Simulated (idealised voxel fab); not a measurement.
You're looking at the process module voxel spacer lines.
In the cross-section labelled cut, the width is 300 nm and each square cell is 5 nm.
Square cells in a grid make up a cross-section in this document, and the grid is given as bands, listed from the top down, each one or more rows of cells. Band entry format. Leading values: height of top, height of bottom, nm. Remainder: materials in left-to-right order, each with its width in nm. Special words: "full width" on a single material, which then fills the band edge to edge; "empty", empty space. Basically, 0 is our baseline, since under it the wafer straight out of the box is all one material. The bottom band has no lower end and keeps on going down, so it looks like "0 -> down". It should be noted that a width expressed as "30..40" varies in equal increments from row to row of cells within the band, taking the value of the first number at the top row and that of the second number at the bottom row. Reading "nothing altered" for a step: not a cell of the cross-section changed in it. Empty spaces counting at least 8 cells and having no open way to the top are listed in "Enclosed void listing". The notation width x height at distance is used for each, the distance being from the left edge and all three values in nm. Where a step's line continues beyond its settings, the continuation is a remark by the simulator itself on that step. overlay nm: mask right of planned place by this much (step with mask). Neg. = left.

Planned process steps
| 1 | op RECEIVE | material Si |
| 2 | op CONFORMAL_DEP | material Al2O3 | thk nm 5 |
| 3 | op DIRECTIONAL_DEP | material TiN | thk nm 15 |
| 4 | op DIRECTIONAL_DEP | material aC | thk nm 25 |
| 5 | op PATTERN | tone cover | mask id MANDREL | material resist | width nm 15 | pitch nm 60 | thk nm 30 | overlay nm 0 |
| 6 | op DIRECTIONAL_ETCH | etch materials aC | depth nm 25 |
| 7 | op STRIP | etch materials resist |
| 8 | op CONFORMAL_DEP | material SiO2 | thk nm 15 |
| 9 | op DIRECTIONAL_ETCH | etch materials SiO2 | depth nm 15 |
| 10 | op STRIP | etch materials aC |
| 11 | op DIRECTIONAL_ETCH | etch materials TiN | depth nm 15 |
| 12 | op STRIP | etch materials SiO2 |

Cross-section of the wafer as it came to us, i.e., already through step 1
- 0 -> down: Si full width
- Enclosed void listing: none

The plan above was carried out on the starting structure above with one mistake, and this cross-section shows the wafer at the end of the module
- 20 -> 5: 100 nm empty  15 nm TiN  15 nm empty  15 nm TiN  15 nm empty  15 nm TiN  15 nm empty  15 nm TiN  95 nm empty
- 5 -> 0: Al2O3 full width
- 0 -> down: Si full width
- Enclosed void listing: none
Want to know what went wrong? note that step 5 departed from the planned setting and was carried out as op PATTERN | tone cover | mask id MANDREL | material resist | width nm 15 | pitch nm 60 | thk nm 30 | overlay nm 5
